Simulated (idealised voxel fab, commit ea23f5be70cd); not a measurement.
Name of the process module below: voxel transistor to metal
Square cells of 5 nm make up the cross-section cut, whose width is 150 nm.
A cross-section in this document is a grid of square cells, and it is written down as bands, the top band listed before the ones below it; a band is made up of one or more rows of cells. Read a band's entry like this: the first values are the height of its top and the height of its bottom in nm, and what follows is the sequence of materials from left to right, each with its width in nm. Note that "air" is empty space, and that a single material marked "throughout" reaches across the band from edge to edge. Height datum 0, below which the as-received substrate wafer is one material. Lowest band open at the bottom, running downward: "top 0, no bottom". A two-number width, for instance "30 to 40", indicates that the width is equal to the first number in the top row of the band and to the second number in the bottom row, and that it changes by a constant amount per row of cells. The designation "no modification", where it is given for a processing step, indicates that no cell of the cross-section was altered in the course of that step. What "Tabulated closed voids" gives you is every empty space of 8 cells or more that is cut off from the top. Each appears as width x height at distance, with the distance taken from the left edge and width, height and distance all in nm. Past the settings on a step's line: simulator remark, on that step. When a step includes a mask, the "overlay nm" setting on its line states how far to the right of its planned place that mask lay, and negative values state how far to the left.
-- Planned step list for the process
1: RECEIVE | material Si
2: CONFORMAL_DEP | material SiO2 | thk nm 5
3: CONFORMAL_DEP | material SiN | thk nm 15
4: DIRECTIONAL_DEP | material aC | thk nm 10
5: PATTERN | tone cover | mask id ACTIVE | material resist | width nm 105 | thk nm 30 | overlay nm 0
6: DIRECTIONAL_ETCH | etch materials aC | depth nm 10
7: STRIP | etch materials resist
8: DIRECTIONAL_ETCH | etch materials SiN | depth nm 15
9: DIRECTIONAL_ETCH | etch materials SiO2 | depth nm 5
10: DIRECTIONAL_ETCH | etch materials Si | depth nm 35
11: STRIP | etch materials aC
12: OXIDIZE | depth nm 5
13: FILL_DEP | material SiO2 | thk nm 5
14: CMP | height nm 20
15: SELECTIVE_ETCH | etch materials SiO2 | depth nm 5
16: STRIP | etch materials SiN
17: SELECTIVE_ETCH | etch materials SiO2 | depth nm 5
18: OXIDIZE | depth nm 5
19: DIRECTIONAL_DEP | material polySi | thk nm 20
20: DIRECTIONAL_DEP | material SiCN | thk nm 15
21: MASKED_ETCH | tone cover | mask id GATE | width nm 25 | etch materials SiCN | depth nm 25 | overlay nm 0
22: MASKED_ETCH | tone cover | mask id GATE | width nm 25 | etch materials polySi | depth nm 30 | overlay nm 0
23: CONFORMAL_DEP | material SiO2 | thk nm 5
24: DIRECTIONAL_ETCH | etch materials SiO2 | depth nm 5
25: CONFORMAL_DEP | material SiN | thk nm 5
26: DIRECTIONAL_ETCH | etch materials SiN | depth nm 5
27: DIRECTIONAL_ETCH | etch materials SiO2 | depth nm 5
28: DIRECTIONAL_ETCH | etch materials Si | depth nm 10
29: EPI | material pSi | thk nm 15
30: FILL_DEP | material SiO2 | thk nm 10
31: CMP | height nm 35
32: DIRECTIONAL_DEP | material SiO2 | thk nm 10
33: PATTERN | tone open | mask id CONTACT | material resist | width nm 30 | pitch nm 65 | thk nm 15 | overlay nm 0
34: DIRECTIONAL_ETCH | etch materials SiO2 | depth nm 45
35: STRIP | etch materials resist
36: CONFORMAL_DEP | material TiN | thk nm 5
37: FILL_DEP | material W | thk nm 5
38: CMP | height nm 45
39: DIRECTIONAL_DEP | material TiN | thk nm 5
40: DIRECTIONAL_DEP | material W | thk nm 15
41: PATTERN | tone cover | mask id METAL_1 | material resist | width nm 20 | pitch nm 75 | thk nm 20 | overlay nm 0
42: DIRECTIONAL_ETCH | etch materials W | depth nm 15
43: DIRECTIONAL_ETCH | etch materials TiN | depth nm 5
44: STRIP | etch materials resist
45: FILL_DEP | material lowk | thk nm 10
46: CMP | height nm 65
47: CONFORMAL_DEP | material SiCN | thk nm 5
-- Wafer cross-section on receipt, i.e. after step 1
- top 0, no bottom: Si throughout
- Tabulated closed voids: none
-- The following cross-section depicts the wafer upon conclusion of the module. Processing commenced from the starting condition illustrated above and adhered to the plan illustrated above, save for one mistake in execution
- top 70, bottom 65: SiCN throughout
- top 65, bottom 50: lowk 25 | W 20 | lowk 55 | W 20 | lowk 30
- top 50, bottom 45: lowk 25 | TiN 20 | lowk 55 | TiN 20 | lowk 30
- top 45, bottom 35: SiO2 25 | TiN 5 | W 20 to 15 | TiN 5 to 10 | SiO2 35 | TiN 5 to 10 | W 20 to 15 | TiN 5 | SiO2 30
- top 35, bottom 20: SiO2 25 | TiN 5 | W 15 | TiN 5 | SiN 5 | SiO2 5 | SiCN 25 | SiO2 5 | SiN 5 | TiN 5 | W 15 | TiN 5 | SiO2 30
- top 20, bottom 15: SiO2 25 | TiN 5 | W 15 | TiN 5 | SiN 5 | SiO2 5 | polySi 25 | SiO2 5 | SiN 5 | TiN 5 | W 15 | TiN 5 | SiO2 30
- top 15, bottom 10: SiO2 25 | TiN 25 | SiN 5 | SiO2 5 | polySi 25 | SiO2 5 | SiN 5 | TiN 25 | SiO2 30
- top 10, bottom 0: SiO2 25 | TiN 5 | SiN 5 | pSi 15 | SiN 5 | SiO2 5 | polySi 25 | SiO2 5 | SiN 5 | pSi 15 | TiN 10 | SiO2 10 | SiN 5 | SiO2 15
- top 0, bottom -5: SiO2 35 | pSi 15 | SiO2 45 | pSi 35 | SiO2 20
- top -5, bottom -15: SiO2 35 | pSi 15 | Si 45 | pSi 35 | SiO2 20
- top -15, bottom -40: SiO2 35 | Si 95 | SiO2 20
- top -40, no bottom: Si throughout
- Tabulated closed voids: none
It is concluded that the wafer was processed incorrectly with respect to the plan, in that step 5 was processed under conditions differing from the plan, specifically as PATTERN | tone cover | mask id ACTIVE | material resist | width nm 105 | thk nm 30 | overlay nm 10
